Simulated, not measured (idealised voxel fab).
process module | voxel gate over fins
cross-section cut | 250 nm wide | cells 5 nm
A cross-section is a grid of square cells, given in bands from the top down. A band is one or more rows of cells.
Each band's line starts with the height of the band's top and of its bottom, in nm. Then come its materials from left to right, each with its width in nm. One material with "throughout" fills the band from edge to edge. "air" is empty space.
Height 0 is the level under which the wafer as received is all one material. The lowest band goes on downwards, as in "0 down".
A width such as "30 to 40" changes by the same amount from each row of cells to the next, from the band's top row to its bottom row.
"no change" after a step means that no cell of the cross-section changed.
closed voids: empty space of 8 cells or more with no open way to the top, each as width x height at its distance from the left edge, in nm
after a step's settings: what the simulator itself notes on the step
overlay nm, on a step with a mask: how far to the right of its planned place the mask lay; to the left if negative
plan
1 op RECEIVE | material Si
2 op CONFORMAL_DEP | material SiN | thk nm 5
3 op DIRECTIONAL_DEP | material aC | thk nm 15
4 op PATTERN | tone cover | mask id FINS | material resist | width nm 15 | pitch nm 50 | thk nm 30 | overlay nm 0
5 op DIRECTIONAL_ETCH | etch materials aC | depth nm 15
6 op STRIP | etch materials resist
7 op DIRECTIONAL_ETCH | etch materials SiN | depth nm 5
8 op DIRECTIONAL_ETCH | etch materials Si | depth nm 40
9 op STRIP | etch materials aC
10 op FILL_DEP | material SiO2 | thk nm 15
11 op CMP | height nm 5
12 op DIRECTIONAL_DEP | material aC | thk nm 10
13 op PATTERN | tone open | mask id RAIL | material resist | width nm 15 | thk nm 25 | overlay nm 0
14 op DIRECTIONAL_ETCH | etch materials aC | depth nm 10
15 op STRIP | etch materials resist
16 op DIRECTIONAL_ETCH | etch materials SiO2 | depth nm 40
17 op STRIP | etch materials aC
18 op CONFORMAL_DEP | material TiN | thk nm 5
19 op FILL_DEP | material Ru | thk nm 5
20 op CMP | height nm 5
21 op SELECTIVE_ETCH | etch materials W Ru TiN | depth nm 20
22 op FILL_DEP | material SiO2 | thk nm 5
23 op CMP | height nm 5
24 op SELECTIVE_ETCH | etch materials SiO2 | depth nm 15
25 op STRIP | etch materials SiN
26 op CONFORMAL_DEP | material HfO2 | thk nm 5
27 op CONFORMAL_DEP | material TiN | thk nm 5
28 op FILL_DEP | material W | thk nm 15
29 op CMP | height nm 20
30 op CONFORMAL_DEP | material SiN | thk nm 5
as received, after step 1
  0 down: Si throughout
  closed voids: none
a wafer at the end: this start, this plan, one mistake
  25 to 20: SiN throughout
  20 to 10: W throughout
  10 to 5: W 55 | TiN 35 | W 15 | TiN 35 | W 15 | TiN 35 | W 60
  5 to 0: W 55 | TiN 5 | HfO2 25 | TiN 5 | W 15 | TiN 5 | HfO2 25 | TiN 5 | W 15 | TiN 5 | HfO2 25 | TiN 5 | W 60
  0 to -5: TiN 60 | HfO2 5 | Si 15 | HfO2 5 | TiN 25 | HfO2 5 | Si 15 | HfO2 5 | TiN 25 | HfO2 5 | Si 15 | HfO2 5 | TiN 65
  -5 to -10: HfO2 65 | Si 15 | HfO2 35 | Si 15 | HfO2 35 | Si 15 | HfO2 70
  -10 to -15: SiO2 65 | Si 15 | SiO2 35 | Si 15 | SiO2 35 | Si 15 | SiO2 70
  -15 to -20: SiO2 65 | Si 15 | SiO2 10 | TiN 15 | SiO2 10 | Si 15 | SiO2 35 | Si 15 | SiO2 70
  -20 to -40: SiO2 65 | Si 15 | SiO2 35 | Si 15 | SiO2 35 | Si 15 | SiO2 70
  -40 down: Si throughout
  closed voids: none
what went wrong: step 11 was left out
